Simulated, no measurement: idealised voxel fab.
Module name: voxel self aligned vias (process module)
FYI the section here is cut, 175 nm wide, cells are 5 nm squares.
This document writes a cross-section as a grid whose cells are square, and gives it as bands, listed from the top down; one or more rows of cells form a band. The band entry comprises the height of the band's top followed by the height of its bottom, expressed in nm, and subsequently the band's materials from left to right, each stated together with its width in nm. Where a single material is marked with the word "edge to edge", that material fills the band from edge to edge. The word "blank" represents empty space. Heights are reckoned from 0. Under this level, the received wafer is all of one material. The bottommost band is open-ended downward, for example "from 0 down". When a width is written as two numbers, as in "30->40", the first number is the width in the top row of cells of the band and the second is the width in its bottom row, and the width changes by the same amount from each row to the next. A step reported as "nothing altered" is a step in which no cell of the cross-section changed. "Internal closed voids" lists enclosed empty spaces (at least 8 cells, no open path upward to the top), each as width x height at distance from the left edge, in nm. What comes after the settings on a step's line is commentary from the simulator itself on that step. A step's line can hold "overlay nm"; with a mask on that step, the setting says how far right of the planned place the mask lay, while a negative setting says it lay to the left. Reading key. Pairs: pre-step and post-step cross-section, one process step apart; post-step view only to lowest changed band. Step between + settings: beneath pair. Runs: pairs may be from different runs of this module, same starting wafer. Continuation from pair above: only where "Incoming profile" entry says.
Incoming profile
  from 0 down  Si edge to edge
  Internal closed voids: none
Cross-Section After Step
  from 10 to 0  SiO2 edge to edge
  Under 0: no change, same as before.
  Internal closed voids: none
Name the step between the before and after sections above: op CONFORMAL_DEP | material SiO2 | thk nm 10
Incoming profile: after-step cross-section of the pair just above applies.
Cross-Section After Step
  from 15 to 10  SiCN edge to edge
  Under 10: no change, same as before.
  Internal closed voids: none
Name the step between the before and after sections above: op CONFORMAL_DEP | material SiCN | thk nm 5
Incoming profile: after-step cross-section of the pair just above applies.
Cross-Section After Step
  from 40 to 15  lowk edge to edge
  Under 15: no change, same as before.
  Internal closed voids: none
Name the step between the before and after sections above: op DIRECTIONAL_DEP | material lowk | thk nm 25
Incoming profile: after-step cross-section of the pair just above applies.
Cross-Section After Step
  from 40 to 15  lowk 35 | blank 30 | lowk 45 | blank 30 | lowk 35
  Under 15: no change, same as before.
  Internal closed voids: none
Name the step between the before and after sections above: op MASKED_ETCH | tone open | mask id LINES | width nm 30 | pitch nm 75 | etch materials lowk | depth nm 25 | overlay nm 0
Incoming profile: after-step cross-section of the pair just above applies.
Cross-Section After Step
  from 45 to 40  TiN 40 | blank 20 | TiN 55 | blank 20 | TiN 40
  from 40 to 20  lowk 35 | TiN 5 | blank 20 | TiN 5 | lowk 45 | TiN 5 | blank 20 | TiN 5 | lowk 35
  from 20 to 15  lowk 35 | TiN 30 | lowk 45 | TiN 30 | lowk 35
  Under 15: no change, same as before.
  Internal closed voids: none
Name the step between the before and after sections above: op CONFORMAL_DEP | material TiN | thk nm 5
Incoming profile: after-step cross-section of the pair just above applies.
Cross-Section After Step
  from 55 to 45  Ru edge to edge
  from 45 to 40  TiN 40 | Ru 20 | TiN 55 | Ru 20 | TiN 40
  from 40 to 20  lowk 35 | TiN 5 | Ru 20 | TiN 5 | lowk 45 | TiN 5 | Ru 20 | TiN 5 | lowk 35
  Under 20: no change, same as before.
  Internal closed voids: none
Name the step between the before and after sections above: op FILL_DEP | material Ru | thk nm 10
Incoming profile: after-step cross-section of the pair just above applies.
Cross-Section After Step
  from 40 to 20  lowk 35 | TiN 5 | Ru 20 | TiN 5 | lowk 45 | TiN 5 | Ru 20 | TiN 5 | lowk 35
  Under 20: no change, same as before.
  Internal closed voids: none
Name the step between the before and after sections above: op CMP | height nm 40
Incoming profile: after-step cross-section of the pair just above applies.
Cross-Section After Step
  from 40 to 30  lowk 35 | blank 30 | lowk 45 | blank 30 | lowk 35
  Under 30: no change, same as before.
  Internal closed voids: none
Name the step between the before and after sections above: op SELECTIVE_ETCH | etch materials W Ru TiN | depth nm 10
Incoming profile: after-step cross-section of the pair just above applies.
Cross-Section After Step
  from 50 to 40  SiN edge to edge
  from 40 to 30  lowk 35 | SiN 30 | lowk 45 | SiN 30 | lowk 35
  Under 30: no change, same as before.
  Internal closed voids: none
Name the step between the before and after sections above: op FILL_DEP | material SiN | thk nm 10
Incoming profile: after-step cross-section of the pair just above applies.
Cross-Section After Step
  from 40 to 30  lowk 35 | SiN 30 | lowk 45 | SiN 30 | lowk 35
  Under 30: no change, same as before.
  Internal closed voids: none
Name the step between the before and after sections above: op CMP | height nm 40
Incoming profile: after-step cross-section of the pair just above applies.
Cross-Section After Step
  from 60 to 40  lowk edge to edge
  Under 40: no change, same as before.
  Internal closed voids: none
Name the step between the before and after sections above: op DIRECTIONAL_DEP | material lowk | thk nm 20
Incoming profile: after-step cross-section of the pair just above applies.
Cross-Section After Step
  from 60 to 40  lowk 25 | blank 50 | lowk 100
  Under 40: no change, same as before.
  Internal closed voids: none
Name the step between the before and after sections above: op MASKED_ETCH | tone open | mask id VIAS | width nm 50 | etch materials lowk | depth nm 20 | overlay nm 0
Incoming profile: after-step cross-section of the pair just above applies.
Cross-Section After Step
  from 60 to 40  lowk 25 | blank 50 | lowk 100
  from 40 to 30  lowk 35 | blank 30 | lowk 45 | SiN 30 | lowk 35
  Under 30: no change, same as before.
  Internal closed voids: none
Name the step between the before and after sections above: op MASKED_ETCH | tone open | mask id VIAS | width nm 50 | etch materials SiN | depth nm 10 | overlay nm 0
Incoming profile: after-step cross-section of the pair just above applies.
Cross-Section After Step
  from 65 to 60  TiN 30 | blank 40 | TiN 105
  from 60 to 45  lowk 25 | TiN 5 | blank 40 | TiN 5 | lowk 100
  from 45 to 40  lowk 25 | TiN 15 | blank 20 | TiN 15 | lowk 100
  from 40 to 35  lowk 35 | TiN 5 | blank 20 | TiN 5 | lowk 45 | SiN 30 | lowk 35
  from 35 to 30  lowk 35 | TiN 30 | lowk 45 | SiN 30 | lowk 35
  Under 30: no change, same as before.
  Internal closed voids: none
Name the step between the before and after sections above: op CONFORMAL_DEP | material TiN | thk nm 5
Incoming profile: after-step cross-section of the pair just above applies.
Cross-Section After Step
  from 70 to 65  Cu edge to edge
  from 65 to 60  TiN 30 | Cu 40 | TiN 105
  from 60 to 45  lowk 25 | TiN 5 | Cu 40 | TiN 5 | lowk 100
  from 45 to 40  lowk 25 | TiN 15 | Cu 20 | TiN 15 | lowk 100
  from 40 to 35  lowk 35 | TiN 5 | Cu 20 | TiN 5 | lowk 45 | SiN 30 | lowk 35
  Under 35: no change, same as before.
  Internal closed voids: none
Name the step between the before and after sections above: op FILL_DEP | material Cu | thk nm 5
Incoming profile: after-step cross-section of the pair just above applies.
Cross-Section After Step
  from 60 to 45  lowk 25 | TiN 5 | Cu 40 | TiN 5 | lowk 100
  Under 45: no change, same as before.
  Internal closed voids: none
Name the step between the before and after sections above: op CMP | height nm 60
Incoming profile: after-step cross-section of the pair just above applies.
Cross-Section After Step
  from 65 to 60  SiN edge to edge
  Under 60: no change, same as before.
  Internal closed voids: none
Name the step between the before and after sections above: op CONFORMAL_DEP | material SiN | thk nm 5
Incoming profile
  from 0 down  Si edge to edge
  Internal closed voids: none
Cross-Section After Step
  from 5 to 0  SiCN edge to edge
  Under 0: no change, same as before.
  Internal closed voids: none
Name the step between the before and after sections above: op CONFORMAL_DEP | material SiCN | thk nm 5
Incoming profile: after-step cross-section of the pair just above applies.
Cross-Section After Step
  from 30 to 5  lowk edge to edge
  Under 5: no change, same as before.
  Internal closed voids: none
Name the step between the before and after sections above: op DIRECTIONAL_DEP | material lowk | thk nm 25
Incoming profile: after-step cross-section of the pair just above applies.
Cross-Section After Step
  from 30 to 5  lowk 35 | blank 30 | lowk 45 | blank 30 | lowk 35
  Under 5: no change, same as before.
  Internal closed voids: none
Name the step between the before and after sections above: op MASKED_ETCH | tone open | mask id LINES | width nm 30 | pitch nm 75 | etch materials lowk | depth nm 25 | overlay nm 0
Incoming profile: after-step cross-section of the pair just above applies.
Cross-Section After Step
  from 35 to 30  TiN 40 | blank 20 | TiN 55 | blank 20 | TiN 40
  from 30 to 10  lowk 35 | TiN 5 | blank 20 | TiN 5 | lowk 45 | TiN 5 | blank 20 | TiN 5 | lowk 35
  from 10 to 5  lowk 35 | TiN 30 | lowk 45 | TiN 30 | lowk 35
  Under 5: no change, same as before.
  Internal closed voids: none
Name the step between the before and after sections above: op CONFORMAL_DEP | material TiN | thk nm 5
Incoming profile: after-step cross-section of the pair just above applies.
Cross-Section After Step
  from 45 to 35  Ru edge to edge
  from 35 to 30  TiN 40 | Ru 20 | TiN 55 | Ru 20 | TiN 40
  from 30 to 10  lowk 35 | TiN 5 | Ru 20 | TiN 5 | lowk 45 | TiN 5 | Ru 20 | TiN 5 | lowk 35
  Under 10: no change, same as before.
  Internal closed voids: none
Name the step between the before and after sections above: op FILL_DEP | material Ru | thk nm 10
Incoming profile: after-step cross-section of the pair just above applies.
Cross-Section After Step
  from 40 to 35  Ru edge to edge
  Under 35: no change, same as before.
  Internal closed voids: none
Name the step between the before and after sections above: op CMP | height nm 40
Incoming profile: after-step cross-section of the pair just above applies.
Cross-Section After Step
  from 30 to 10  lowk 35 | TiN 5 | Ru 20 | TiN 5 | lowk 45 | TiN 5 | Ru 20 | TiN 5 | lowk 35
  Under 10: no change, same as before.
  Internal closed voids: none
Name the step between the before and after sections above: op SELECTIVE_ETCH | etch materials W Ru TiN | depth nm 10
Incoming profile: after-step cross-section of the pair just above applies.
Cross-Section After Step
  from 40 to 30  SiN edge to edge
  Under 30: no change, same as before.
  Internal closed voids: none
Name the step between the before and after sections above: op FILL_DEP | material SiN | thk nm 10
Incoming profile: after-step cross-section of the pair just above applies.
Cross-Section After Step
  from 60 to 40  lowk edge to edge
  Under 40: no change, same as before.
  Internal closed voids: none
Name the step between the before and after sections above: op DIRECTIONAL_DEP | material lowk | thk nm 20
Incoming profile: after-step cross-section of the pair just above applies.
Cross-Section After Step
  from 60 to 40  lowk 25 | blank 50 | lowk 100
  Under 40: no change, same as before.
  Internal closed voids: none
Name the step between the before and after sections above: op MASKED_ETCH | tone open | mask id VIAS | width nm 50 | etch materials lowk | depth nm 20 | overlay nm 0
Incoming profile: after-step cross-section of the pair just above applies.
Cross-Section After Step
  from 60 to 40  lowk 25 | blank 50 | lowk 100
  from 40 to 30  SiN 25 | blank 50 | SiN 100
  Under 30: no change, same as before.
  Internal closed voids: none
Name the step between the before and after sections above: op MASKED_ETCH | tone open | mask id VIAS | width nm 50 | etch materials SiN | depth nm 10 | overlay nm 0
Incoming profile: after-step cross-section of the pair just above applies.
Cross-Section After Step
  from 65 to 60  TiN 30 | blank 40 | TiN 105
  from 60 to 40  lowk 25 | TiN 5 | blank 40 | TiN 5 | lowk 100
  from 40 to 35  SiN 25 | TiN 5 | blank 40 | TiN 5 | SiN 100
  from 35 to 30  SiN 25 | TiN 50 | SiN 100
  Under 30: no change, same as before.
  Internal closed voids: none
Name the step between the before and after sections above: op CONFORMAL_DEP | material TiN | thk nm 5
Incoming profile: after-step cross-section of the pair just above applies.
Cross-Section After Step
  from 70 to 65  Cu edge to edge
  from 65 to 60  TiN 30 | Cu 40 | TiN 105
  from 60 to 40  lowk 25 | TiN 5 | Cu 40 | TiN 5 | lowk 100
  from 40 to 35  SiN 25 | TiN 5 | Cu 40 | TiN 5 | SiN 100
  Under 35: no change, same as before.
  Internal closed voids: none
Name the step between the before and after sections above: op FILL_DEP | material Cu | thk nm 5
Incoming profile: after-step cross-section of the pair just above applies.
Cross-Section After Step
  from 60 to 40  lowk 25 | TiN 5 | Cu 40 | TiN 5 | lowk 100
  Under 40: no change, same as before.
  Internal closed voids: none
Name the step between the before and after sections above: op CMP | height nm 60
Incoming profile: after-step cross-section of the pair just above applies.
Cross-Section After Step
  from 65 to 60  SiN edge to edge
  Under 60: no change, same as before.
  Internal closed voids: none
Name the step between the before and after sections above: op CONFORMAL_DEP | material SiN | thk nm 5
Incoming profile
  from 60 to 40  lowk 25 | blank 50 | lowk 100
  from 40 to 30  lowk 35 | SiN 30 | lowk 45 | SiN 30 | lowk 35
  from 30 to 20  lowk 35 | TiN 5 | Ru 20 | TiN 5 | lowk 45 | TiN 5 | Ru 20 | TiN 5 | lowk 35
  from 20 to 15  lowk 35 | TiN 30 | lowk 45 | TiN 30 | lowk 35
  from 15 to 10  SiCN edge to edge
  from 10 to 0  SiO2 edge to edge
  from 0 down  Si edge to edge
  Internal closed voids: none
Cross-Section After Step
  from 60 to 40  lowk 25 | blank 50 | lowk 100
  from 40 to 30  lowk 25 | blank 10 | SiN 30 | blank 10 | lowk 35 | SiN 30 | lowk 35
  from 30 to 20  lowk 25 | blank 10 | TiN 5 | Ru 20 | TiN 5 | blank 10 | lowk 35 | TiN 5 | Ru 20 | TiN 5 | lowk 35
  Under 20: no change, same as before.
  Internal closed voids: none
Name the step between the before and after sections above: op MASKED_ETCH | tone open | mask id VIAS | width nm 50 | etch materials lowk | depth nm 20 | overlay nm 0
Incoming profile: after-step cross-section of the pair just above applies.
Cross-Section After Step
  from 60 to 40  lowk 25 | blank 50 | lowk 100
  from 40 to 30  lowk 25 | blank 50 | lowk 35 | SiN 30 | lowk 35
  Under 30: no change, same as before.
  Internal closed voids: none
Name the step between the before and after sections above: op MASKED_ETCH | tone open | mask id VIAS | width nm 50 | etch materials SiN | depth nm 10 | overlay nm 0
Incoming profile: after-step cross-section of the pair just above applies.
Cross-Section After Step
  from 65 to 60  TiN 30 | blank 40 | TiN 105
  from 60 to 40  lowk 25 | TiN 5 | blank 40 | TiN 5 | lowk 100
  from 40 to 35  lowk 25 | TiN 5 | blank 40 | TiN 5 | lowk 35 | SiN 30 | lowk 35
  from 35 to 30  lowk 25 | TiN 50 | lowk 35 | SiN 30 | lowk 35
  from 30 to 20  lowk 25 | TiN 15 | Ru 20 | TiN 15 | lowk 35 | TiN 5 | Ru 20 | TiN 5 | lowk 35
  Under 20: no change, same as before.
  Internal closed voids: none
Name the step between the before and after sections above: op CONFORMAL_DEP | material TiN | thk nm 5
Incoming profile: after-step cross-section of the pair just above applies.
Cross-Section After Step
  from 70 to 65  Cu edge to edge
  from 65 to 60  TiN 30 | Cu 40 | TiN 105
  from 60 to 40  lowk 25 | TiN 5 | Cu 40 | TiN 5 | lowk 100
  from 40 to 35  lowk 25 | TiN 5 | Cu 40 | TiN 5 | lowk 35 | SiN 30 | lowk 35
  Under 35: no change, same as before.
  Internal closed voids: none
Name the step between the before and after sections above: op FILL_DEP | material Cu | thk nm 5
Incoming profile: after-step cross-section of the pair just above applies.
Cross-Section After Step
  from 60 to 40  lowk 25 | TiN 5 | Cu 40 | TiN 5 | lowk 100
  Under 40: no change, same as before.
  Internal closed voids: none
Name the step between the before and after sections above: op CMP | height nm 60
Incoming profile: after-step cross-section of the pair just above applies.
Cross-Section After Step
  from 65 to 60  SiN edge to edge
  Under 60: no change, same as before.
  Internal closed voids: none
Name the step between the before and after sections above: op CONFORMAL_DEP | material SiN | thk nm 5
Incoming profile
  from 10 to 0  SiO2 edge to edge
  from 0 down  Si edge to edge
  Internal closed voids: none
Cross-Section After Step
  from 35 to 10  lowk edge to edge
  Under 10: no change, same as before.
  Internal closed voids: none
Name the step between the before and after sections above: op DIRECTIONAL_DEP | material lowk | thk nm 25
Incoming profile: after-step cross-section of the pair just above applies.
Cross-Section After Step
  from 40 to 35  SiCN edge to edge
  Under 35: no change, same as before.
  Internal closed voids: none
Name the step between the before and after sections above: op CONFORMAL_DEP | material SiCN | thk nm 5
Incoming profile: after-step cross-section of the pair just above applies.
Cross-Section After Step
  from 45 to 40  TiN edge to edge
  Under 40: no change, same as before.
  Internal closed voids: none
Name the step between the before and after sections above: op CONFORMAL_DEP | material TiN | thk nm 5
Incoming profile: after-step cross-section of the pair just above applies.
Cross-Section After Step
  from 55 to 45  Ru edge to edge
  Under 45: no change, same as before.
  Internal closed voids: none
Name the step between the before and after sections above: op FILL_DEP | material Ru | thk nm 10
Incoming profile: after-step cross-section of the pair just above applies.
Cross-Section After Step
  from 40 to 35  SiCN edge to edge
  Under 35: no change, same as before.
  Internal closed voids: none
Name the step between the before and after sections above: op CMP | height nm 40
Incoming profile: after-step cross-section of the pair just above applies.
Cross-Section After Step
  from 50 to 40  SiN edge to edge
  Under 40: no change, same as before.
  Internal closed voids: none
Name the step between the before and after sections above: op FILL_DEP | material SiN | thk nm 10
Incoming profile: after-step cross-section of the pair just above applies.
Cross-Section After Step
  from 40 to 35  SiCN edge to edge
  Under 35: no change, same as before.
  Internal closed voids: none
Name the step between the before and after sections above: op CMP | height nm 40
Incoming profile: after-step cross-section of the pair just above applies.
Cross-Section After Step
  from 60 to 40  lowk edge to edge
  Under 40: no change, same as before.
  Internal closed voids: none
Name the step between the before and after sections above: op DIRECTIONAL_DEP | material lowk | thk nm 20
Incoming profile: after-step cross-section of the pair just above applies.
Cross-Section After Step
  from 60 to 40  lowk 25 | blank 50 | lowk 100
  Under 40: no change, same as before.
  Internal closed voids: none
Name the step between the before and after sections above: op MASKED_ETCH | tone open | mask id VIAS | width nm 50 | etch materials lowk | depth nm 20 | overlay nm 0
Incoming profile: after-step cross-section of the pair just above applies.
Cross-Section After Step
  from 65 to 60  TiN 30 | blank 40 | TiN 105
  from 60 to 45  lowk 25 | TiN 5 | blank 40 | TiN 5 | lowk 100
  from 45 to 40  lowk 25 | TiN 50 | lowk 100
  Under 40: no change, same as before.
  Internal closed voids: none
Name the step between the before and after sections above: op CONFORMAL_DEP | material TiN | thk nm 5
Incoming profile: after-step cross-section of the pair just above applies.
Cross-Section After Step
  from 70 to 65  Cu edge to edge
  from 65 to 60  TiN 30 | Cu 40 | TiN 105
  from 60 to 45  lowk 25 | TiN 5 | Cu 40 | TiN 5 | lowk 100
  Under 45: no change, same as before.
  Internal closed voids: none
Name the step between the before and after sections above: op FILL_DEP | material Cu | thk nm 5
Incoming profile: after-step cross-section of the pair just above applies.
Cross-Section After Step
  from 60 to 45  lowk 25 | TiN 5 | Cu 40 | TiN 5 | lowk 100
  Under 45: no change, same as before.
  Internal closed voids: none
Name the step between the before and after sections above: op CMP | height nm 60
Incoming profile: after-step cross-section of the pair just above applies.
Cross-Section After Step
  from 65 to 60  SiN edge to edge
  Under 60: no change, same as before.
  Internal closed voids: none
Name the step between the before and after sections above: op CONFORMAL_DEP | material SiN | thk nm 5
Incoming profile
  from 40 to 30  lowk 35 | SiN 30 | lowk 45 | SiN 30 | lowk 35
  from 30 to 20  lowk 35 | TiN 5 | Ru 20 | TiN 5 | lowk 45 | TiN 5 | Ru 20 | TiN 5 | lowk 35
  from 20 to 15  lowk 35 | TiN 30 | lowk 45 | TiN 30 | lowk 35
  from 15 to 10  SiCN edge to edge
  from 10 to 0  SiO2 edge to edge
  from 0 down  Si edge to edge
  Internal closed voids: none
Cross-Section After Step
  from 55 to 40  lowk edge to edge
  Under 40: no change, same as before.
  Internal closed voids: none
Name the step between the before and after sections above: op DIRECTIONAL_DEP | material lowk | thk nm 15
Incoming profile: after-step cross-section of the pair just above applies.
Cross-Section After Step
  from 55 to 40  lowk 25 | blank 50 | lowk 100
  from 40 to 35  lowk 25 | blank 10 | SiN 30 | blank 10 | lowk 35 | SiN 30 | lowk 35
  Under 35: no change, same as before.
  Internal closed voids: none
Name the step between the before and after sections above: op MASKED_ETCH | tone open | mask id VIAS | width nm 50 | etch materials lowk | depth nm 20 | overlay nm 0
Incoming profile: after-step cross-section of the pair just above applies.
Cross-Section After Step
  from 55 to 40  lowk 25 | blank 50 | lowk 100
  from 40 to 30  lowk 25->35 | blank 50->30 | lowk 35->45 | SiN 30 | lowk 35
  Under 30: no change, same as before.
  Internal closed voids: none
Name the step between the before and after sections above: op MASKED_ETCH | tone open | mask id VIAS | width nm 50 | etch materials SiN | depth nm 10 | overlay nm 0
Incoming profile: after-step cross-section of the pair just above applies.
Cross-Section After Step
  from 60 to 55  TiN 30 | blank 40 | TiN 105
  from 55 to 40  lowk 25 | TiN 5 | blank 40 | TiN 5 | lowk 100
  from 40 to 35  lowk 25 | TiN 15 | blank 20 | TiN 15 | lowk 35 | SiN 30 | lowk 35
  from 35 to 30  lowk 35 | TiN 30 | lowk 45 | SiN 30 | lowk 35
  Under 30: no change, same as before.
  Internal closed voids: none
Name the step between the before and after sections above: op CONFORMAL_DEP | material TiN | thk nm 5
Incoming profile: after-step cross-section of the pair just above applies.
Cross-Section After Step
  from 65 to 60  Cu edge to edge
  from 60 to 55  TiN 30 | Cu 40 | TiN 105
  from 55 to 40  lowk 25 | TiN 5 | Cu 40 | TiN 5 | lowk 100
  from 40 to 35  lowk 25 | TiN 15 | Cu 20 | TiN 15 | lowk 35 | SiN 30 | lowk 35
  Under 35: no change, same as before.
  Internal closed voids: none
Name the step between the before and after sections above: op FILL_DEP | material Cu | thk nm 5
Incoming profile: after-step cross-section of the pair just above applies.
Cross-Section After Step
  from 60 to 55  TiN 30 | Cu 40 | TiN 105
  Under 55: no change, same as before.
  Internal closed voids: none
Name the step between the before and after sections above: op CMP | height nm 60
Incoming profile: after-step cross-section of the pair just above applies.
Cross-Section After Step
  from 65 to 60  SiN edge to edge
  Under 60: no change, same as before.
  Internal closed voids: none
Name the step between the before and after sections above: op CONFORMAL_DEP | material SiN | thk nm 5
Incoming profile
  from 60 to 40  lowk edge to edge
  from 40 to 30  lowk 35 | SiN 30 | lowk 45 | SiN 30 | lowk 35
  from 30 to 20  lowk 35 | TiN 5 | Ru 20 | TiN 5 | lowk 45 | TiN 5 | Ru 20 | TiN 5 | lowk 35
  from 20 to 15  lowk 35 | TiN 30 | lowk 45 | TiN 30 | lowk 35
  from 15 to 10  SiCN edge to edge
  from 10 to 0  SiO2 edge to edge
  from 0 down  Si edge to edge
  Internal closed voids: none
Cross-Section After Step
  from 60 to 40  lowk 30 | blank 40 | lowk 105
  Under 40: no change, same as before.
  Internal closed voids: none
Name the step between the before and after sections above: op MASKED_ETCH | tone open | mask id VIAS | width nm 40 | etch materials lowk | depth nm 20 | overlay nm 0
Incoming profile: after-step cross-section of the pair just above applies.
Cross-Section After Step
  from 60 to 40  lowk 30 | blank 40 | lowk 105
  from 40 to 30  lowk 35 | blank 30 | lowk 45 | SiN 30 | lowk 35
  Under 30: no change, same as before.
  Internal closed voids: none
Name the step between the before and after sections above: op MASKED_ETCH | tone open | mask id VIAS | width nm 50 | etch materials SiN | depth nm 10 | overlay nm 0
Incoming profile: after-step cross-section of the pair just above applies.
Cross-Section After Step
  from 65 to 60  TiN 35 | blank 30 | TiN 110
  from 60 to 45  lowk 30 | TiN 5 | blank 30 | TiN 5 | lowk 105
  from 45 to 40  lowk 30 | TiN 10 | blank 20 | TiN 10 | lowk 105
  from 40 to 35  lowk 35 | TiN 5 | blank 20 | TiN 5 | lowk 45 | SiN 30 | lowk 35
  from 35 to 30  lowk 35 | TiN 30 | lowk 45 | SiN 30 | lowk 35
  Under 30: no change, same as before.
  Internal closed voids: none
Name the step between the before and after sections above: op CONFORMAL_DEP | material TiN | thk nm 5
Incoming profile: after-step cross-section of the pair just above applies.
Cross-Section After Step
  from 70 to 65  Cu edge to edge
  from 65 to 60  TiN 35 | Cu 30 | TiN 110
  from 60 to 45  lowk 30 | TiN 5 | Cu 30 | TiN 5 | lowk 105
  from 45 to 40  lowk 30 | TiN 10 | Cu 20 | TiN 10 | lowk 105
  from 40 to 35  lowk 35 | TiN 5 | Cu 20 | TiN 5 | lowk 45 | SiN 30 | lowk 35
  Under 35: no change, same as before.
  Internal closed voids: none
Name the step between the before and after sections above: op FILL_DEP | material Cu | thk nm 5
Incoming profile: after-step cross-section of the pair just above applies.
Cross-Section After Step
  from 60 to 45  lowk 30 | TiN 5 | Cu 30 | TiN 5 | lowk 105
  Under 45: no change, same as before.
  Internal closed voids: none
Name the step between the before and after sections above: op CMP | height nm 60
Incoming profile: after-step cross-section of the pair just above applies.
Cross-Section After Step
  from 65 to 60  SiN edge to edge
  Under 60: no change, same as before.
  Internal closed voids: none
Name the step between the before and after sections above: op CONFORMAL_DEP | material SiN | thk nm 5
Incoming profile
  from 60 to 40  lowk edge to edge
  from 40 to 30  lowk 35 | SiN 30 | lowk 45 | SiN 30 | lowk 35
  from 30 to 20  lowk 35 | TiN 5 | Ru 20 | TiN 5 | lowk 45 | TiN 5 | Ru 20 | TiN 5 | lowk 35
  from 20 to 15  lowk 35 | TiN 30 | lowk 45 | TiN 30 | lowk 35
  from 15 to 10  SiCN edge to edge
  from 10 to 0  SiO2 edge to edge
  from 0 down  Si edge to edge
  Internal closed voids: none
Cross-Section After Step
  from 60 to 40  lowk 15 | blank 50 | lowk 110
  Under 40: no change, same as before.
  Internal closed voids: none
Name the step between the before and after sections above: op MASKED_ETCH | tone open | mask id VIAS | width nm 50 | etch materials lowk | depth nm 20 | overlay nm -10
Incoming profile: after-step cross-section of the pair just above applies.
Cross-Section After Step
  from 60 to 40  lowk 15 | blank 50 | lowk 110
  from 40 to 30  lowk 35 | blank 30 | lowk 45 | SiN 30 | lowk 35
  Under 30: no change, same as before.
  Internal closed voids: none
Name the step between the before and after sections above: op MASKED_ETCH | tone open | mask id VIAS | width nm 50 | etch materials SiN | depth nm 10 | overlay nm 0
Incoming profile: after-step cross-section of the pair just above applies.
Cross-Section After Step
  from 65 to 60  TiN 20 | blank 40 | TiN 115
  from 60 to 45  lowk 15 | TiN 5 | blank 40 | TiN 5 | lowk 110
  from 45 to 40  lowk 15 | TiN 25 | blank 20 | TiN 5 | lowk 110
  from 40 to 35  lowk 35 | TiN 5 | blank 20 | TiN 5 | lowk 45 | SiN 30 | lowk 35
  from 35 to 30  lowk 35 | TiN 30 | lowk 45 | SiN 30 | lowk 35
  Under 30: no change, same as before.
  Internal closed voids: none
Name the step between the before and after sections above: op CONFORMAL_DEP | material TiN | thk nm 5
Incoming profile: after-step cross-section of the pair just above applies.
Cross-Section After Step
  from 70 to 65  Cu edge to edge
  from 65 to 60  TiN 20 | Cu 40 | TiN 115
  from 60 to 45  lowk 15 | TiN 5 | Cu 40 | TiN 5 | lowk 110
  from 45 to 40  lowk 15 | TiN 25 | Cu 20 | TiN 5 | lowk 110
  from 40 to 35  lowk 35 | TiN 5 | Cu 20 | TiN 5 | lowk 45 | SiN 30 | lowk 35
  Under 35: no change, same as before.
  Internal closed voids: none
Name the step between the before and after sections above: op FILL_DEP | material Cu | thk nm 5
Incoming profile: after-step cross-section of the pair just above applies.
Cross-Section After Step
  from 60 to 45  lowk 15 | TiN 5 | Cu 40 | TiN 5 | lowk 110
  Under 45: no change, same as before.
  Internal closed voids: none
Name the step between the before and after sections above: op CMP | height nm 60
Incoming profile: after-step cross-section of the pair just above applies.
Cross-Section After Step
  from 65 to 60  SiN edge to edge
  Under 60: no change, same as before.
  Internal closed voids: none
Name the step between the before and after sections above: op CONFORMAL_DEP | material SiN | thk nm 5
Incoming profile
  from 40 to 30  lowk 35 | blank 30 | lowk 45 | blank 30 | lowk 35
  from 30 to 20  lowk 35 | TiN 5 | Ru 20 | TiN 5 | lowk 45 | TiN 5 | Ru 20 | TiN 5 | lowk 35
  from 20 to 15  lowk 35 | TiN 30 | lowk 45 | TiN 30 | lowk 35
  from 15 to 10  SiCN edge to edge
  from 10 to 0  SiO2 edge to edge
  from 0 down  Si edge to edge
  Internal closed voids: none
Cross-Section After Step
  from 50 to 30  lowk edge to edge
  Under 30: no change, same as before.
  Internal closed voids: none
Name the step between the before and after sections above: op FILL_DEP | material lowk | thk nm 10
Incoming profile: after-step cross-section of the pair just above applies.
Cross-Section After Step
  from 40 to 30  lowk edge to edge
  Under 30: no change, same as before.
  Internal closed voids: none
Name the step between the before and after sections above: op CMP | height nm 40
Incoming profile: after-step cross-section of the pair just above applies.
Cross-Section After Step
  from 60 to 30  lowk edge to edge
  Under 30: no change, same as before.
  Internal closed voids: none
Name the step between the before and after sections above: op DIRECTIONAL_DEP | material lowk | thk nm 20
Incoming profile: after-step cross-section of the pair just above applies.
Cross-Section After Step
  from 60 to 40  lowk 25 | blank 50 | lowk 100
  Under 40: no change, same as before.
  Internal closed voids: none
Name the step between the before and after sections above: op MASKED_ETCH | tone open | mask id VIAS | width nm 50 | etch materials lowk | depth nm 20 | overlay nm 0
Incoming profile: after-step cross-section of the pair just above applies.
Cross-Section After Step
  from 65 to 60  TiN 30 | blank 40 | TiN 105
  from 60 to 45  lowk 25 | TiN 5 | blank 40 | TiN 5 | lowk 100
  from 45 to 40  lowk 25 | TiN 50 | lowk 100
  Under 40: no change, same as before.
  Internal closed voids: none
Name the step between the before and after sections above: op CONFORMAL_DEP | material TiN | thk nm 5
Incoming profile: after-step cross-section of the pair just above applies.
Cross-Section After Step
  from 70 to 65  Cu edge to edge
  from 65 to 60  TiN 30 | Cu 40 | TiN 105
  from 60 to 45  lowk 25 | TiN 5 | Cu 40 | TiN 5 | lowk 100
  Under 45: no change, same as before.
  Internal closed voids: none
Name the step between the before and after sections above: op FILL_DEP | material Cu | thk nm 5
Incoming profile: after-step cross-section of the pair just above applies.
Cross-Section After Step
  from 60 to 45  lowk 25 | TiN 5 | Cu 40 | TiN 5 | lowk 100
  Under 45: no change, same as before.
  Internal closed voids: none
Name the step between the before and after sections above: op CMP | height nm 60
Incoming profile: after-step cross-section of the pair just above applies.
Cross-Section After Step
  from 65 to 60  SiN edge to edge
  Under 60: no change, same as before.
  Internal closed voids: none
Name the step between the before and after sections above: op CONFORMAL_DEP | material SiN | thk nm 5
Incoming profile
  from 60 to 40  lowk edge to edge
  from 40 to 30  lowk 35 | SiN 30 | lowk 45 | SiN 30 | lowk 35
  from 30 to 20  lowk 35 | TiN 5 | Ru 20 | TiN 5 | lowk 45 | TiN 5 | Ru 20 | TiN 5 | lowk 35
  from 20 to 15  lowk 35 | TiN 30 | lowk 45 | TiN 30 | lowk 35
  from 15 to 10  SiCN edge to edge
  from 10 to 0  SiO2 edge to edge
  from 0 down  Si edge to edge
  Internal closed voids: none
Cross-Section After Step
  from 60 to 40  blank 25 | lowk 50 | blank 100
  Under 40: no change, same as before.
  Internal closed voids: none
Name the step between the before and after sections above: op MASKED_ETCH | tone cover | mask id VIAS | width nm 50 | etch materials lowk | depth nm 20 | overlay nm 0
